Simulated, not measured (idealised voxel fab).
Title: Process Module voxel released beams
The width of the displayed cross-section, cut, is 245 nm; its cells are square, with a size of 5 nm.
Format of a cross-section: grid, square cells. Given as bands. Order: top down. Band: one or more rows of cells. For a band, the entry starts with two heights in nm, that of the top and then that of the bottom, and carries on with the band's materials in order from left to right, each alongside its width in nm; the word "all across" beside a single material means it fills the band edge to edge, and "blank" means empty space. The reference from which all heights are counted is 0, the level beneath which the as-received wafer is entirely one material; the lowest band, having no lower bound, proceeds downward and is written after the example "top 0, no bottom". Width: "30..40" (first number = top row, second number = bottom row, same change from row to row of cells). A step reported as "nothing changed" is a step in which no cell of the cross-section changed. Closed empty spaces (no open way to the top) of 8 cells or more are what "Fully sealed cavities" lists, each as width x height at distance from the left edge, nm for all three. It should be noted that, on the line of a given step, the content following the step's settings is a remark produced by the simulator itself with respect to that step. A step line may carry the setting "overlay nm", which, for steps involving a mask, states the distance by which the mask lay to the right of its intended position; negative values denote displacement to the left.
## plan
1) RECEIVE with material Si
2) CONFORMAL_DEP with material Al2O3, thk nm 5
3) DIRECTIONAL_DEP with material SiO2, thk nm 15
4) PATTERN with tone open, mask id ANCHOR, material resist, width nm 45, thk nm 15, overlay nm 0
5) DIRECTIONAL_ETCH with etch materials SiO2, depth nm 15
6) STRIP with etch materials resist
7) CONFORMAL_DEP with material W, thk nm 15
8) PATTERN with tone cover, mask id BEAM, material resist, width nm 105, thk nm 20, overlay nm 0
9) DIRECTIONAL_ETCH with etch materials W, depth nm 15
10) STRIP with etch materials resist
11) STRIP with etch materials SiO2
## Incoming wafer in cross-section (state: after step 1)
> top 0, no bottom | Si all across
> Fully sealed cavities: none
## First of two wafers, end-of-module section, run followed plan
> top 35, bottom 20 | blank 65 nm / W 20 nm / blank 15 nm / W 70 nm / blank 75 nm
> top 20, bottom 5 | blank 70 nm / W 45 nm / blank 130 nm
> top 5, bottom 0 | Al2O3 all across
> top 0, no bottom | Si all across
> Fully sealed cavities: none
## Wafer two cross-section, module end. Start and plan unchanged from wafer one; one mistake made during the run
> top 35, bottom 20 | blank 65 nm / W 105 nm / blank 75 nm
> top 20, bottom 15 | Al2O3 all across
> top 15, bottom 0 | SiO2 all across
> top 0, no bottom | Si all across
> Fully sealed cavities: none
Error vs. plan: steps 2 and 3 of the plan were each performed in the slot designated for the other
Count the cells at the end and the second wafer has more or fewer of some materials than the first: 147 more of SiO2, 18 fewer of W
